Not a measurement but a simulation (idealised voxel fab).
Process module heading - voxel double patterning
Shown is cross-section cut, with a width of 265 nm and square cells of size 5 nm.
Heads up, the way a cross-section reads in here is a grid of square cells, handed over as bands from the top down, with every band being one or more rows of cells.
Top, bottom (nm), then materials left to right with widths (nm); lone material tagged "all across" fills the whole band edge to edge; "air" = empty space.
Convention: height 0 is the level below which the wafer, as received, is all one material. The lowest band does not terminate at the bottom but continues downward, represented as "top 0, no bottom".
A width given as "30 to 40" starts at the first number in the band's top row and ends at the second number in its bottom row, shifting by an equal amount at every step from row to row.
A step reported as "no modification" is a step in which no cell of the cross-section changed.
Enclosed voids (no open way to top), threshold 8 cells or more, entry "Unvented voids", notation width x height at distance, distance from left edge, nm.
Past the settings on a step's line: simulator remark, on that step.
When a step includes a mask, the "overlay nm" setting on its line states how far to the right of its planned place that mask lay, and negative values state how far to the left.
## Set out below are the planned steps of the process
1: RECEIVE (material Si)
2: CONFORMAL_DEP (material SiO2; thk nm 5)
3: DIRECTIONAL_DEP (material W; thk nm 15)
4: DIRECTIONAL_DEP (material SiCN; thk nm 10)
5: PATTERN (tone open; mask id FIRST; material resist; width nm 15; pitch nm 50; thk nm 20; overlay nm 0)
6: DIRECTIONAL_ETCH (etch materials SiCN; depth nm 10)
7: STRIP (etch materials resist)
8: MASKED_ETCH (tone open; mask id SECOND; width nm 15; pitch nm 50; etch materials SiCN; depth nm 10; overlay nm 0)
9: DIRECTIONAL_ETCH (etch materials W; depth nm 15)
10: STRIP (etch materials SiCN)
## Incoming wafer in cross-section (state: after step 1)
- top 0, no bottom | Si all across
- Unvented voids: none
## Look at the cross-section after the module: the wafer started out the way shown above and the plan was the one shown above, yet one mistake was made along the way
- top 35, bottom 20 | W 75 nm  air 15 nm  W 10 nm  air 15 nm  W 10 nm  air 15 nm  W 10 nm  air 15 nm  W 10 nm  air 15 nm  W 75 nm
- top 20, bottom 5 | W all across
- top 5, bottom 0 | SiO2 all across
- top 0, no bottom | Si all across
- Unvented voids: none
Against the plan, the run slipped here: step 3 of the plan was twice carried out
